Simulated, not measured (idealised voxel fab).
You're looking at the process module voxel released beams.
Displayed cross-section: cut, width of 175 nm, square cells sized 5 nm.
Cross-section layout: square cells on a grid; listed as bands, top to bottom; a band spans one or more cell rows. It is stipulated that each band's entry specify, in nanometres, the height of the top of the band and then that of its bottom, followed by the materials of the band in left-to-right sequence, each together with its width in nanometres. A single material marked by the word "edge to edge" is understood to fill the band from edge to edge; the word "empty" is understood to denote empty space. Heads up on the height convention: 0 is the point under which the incoming wafer is all one material, and the lowest band has no bottom, it just keeps going down, like "top 0, no bottom". Per-row width for "30 to 40": begins at first number (top row of band), ends at second number (bottom row), increment between rows held constant. It should be understood that the words "remained the same", when stated for a given step, signify that the cross-section underwent no change in any of its cells during that step. The label "Voids, fully enclosed" introduces a list of the empty spaces, 8 cells or larger, that have no open way up to the top; each entry in it reads width x height at distance, where the distance is taken from the left edge and all three are stated in nm. Text after the settings on a step's line: the simulator's own remark on that step. A step's line can hold "overlay nm"; with a mask on that step, the setting says how far right of the planned place the mask lay, while a negative setting says it lay to the left.
-- The process steps that were planned are listed below
1 RECEIVE (material Si)
2 CONFORMAL_DEP (material SiN; thk nm 10)
3 DIRECTIONAL_DEP (material SiO2; thk nm 10)
4 MASKED_ETCH (tone open; mask id ANCHOR; width nm 25; etch materials SiO2; depth nm 10; overlay nm 0)
5 CONFORMAL_DEP (material W; thk nm 10)
6 PATTERN (tone cover; mask id BEAM; material resist; width nm 70; thk nm 15; overlay nm 0)
7 DIRECTIONAL_ETCH (etch materials W; depth nm 10)
8 STRIP (etch materials resist)
9 STRIP (etch materials SiO2)
-- Incoming wafer in cross-section (state: after step 1)
	top 0, no bottom: Si edge to edge
	Voids, fully enclosed: none
-- End-of-module cross-section of the first of two wafers, processed as planned
	top 30, bottom 20: 50 of empty, then 15 of W, then 5 of empty, then 50 of W, then 55 of empty
	top 20, bottom 10: 55 of empty, then 25 of W, then 95 of empty
	top 10, bottom 0: SiN edge to edge
	top 0, no bottom: Si edge to edge
	Voids, fully enclosed: none
-- second wafer at the end: like start, like plan, one mistake
	top 30, bottom 20: 50 of empty, then 10 of W, then 15 of empty, then 45 of W, then 55 of empty
	top 20, bottom 10: 50 of empty, then 35 of W, then 90 of empty
	top 10, bottom 0: SiN edge to edge
	top 0, no bottom: Si edge to edge
	Voids, fully enclosed: none
So what did we get wrong on this run? in deviation from the planned setting, step 4 was conducted as MASKED_ETCH (tone open; mask id ANCHOR; width nm 35; etch materials SiO2; depth nm 10; overlay nm 0)
Comparing end states, the material composition by cell count is preserved from the first wafer to the second, while the locations of the cells are not.
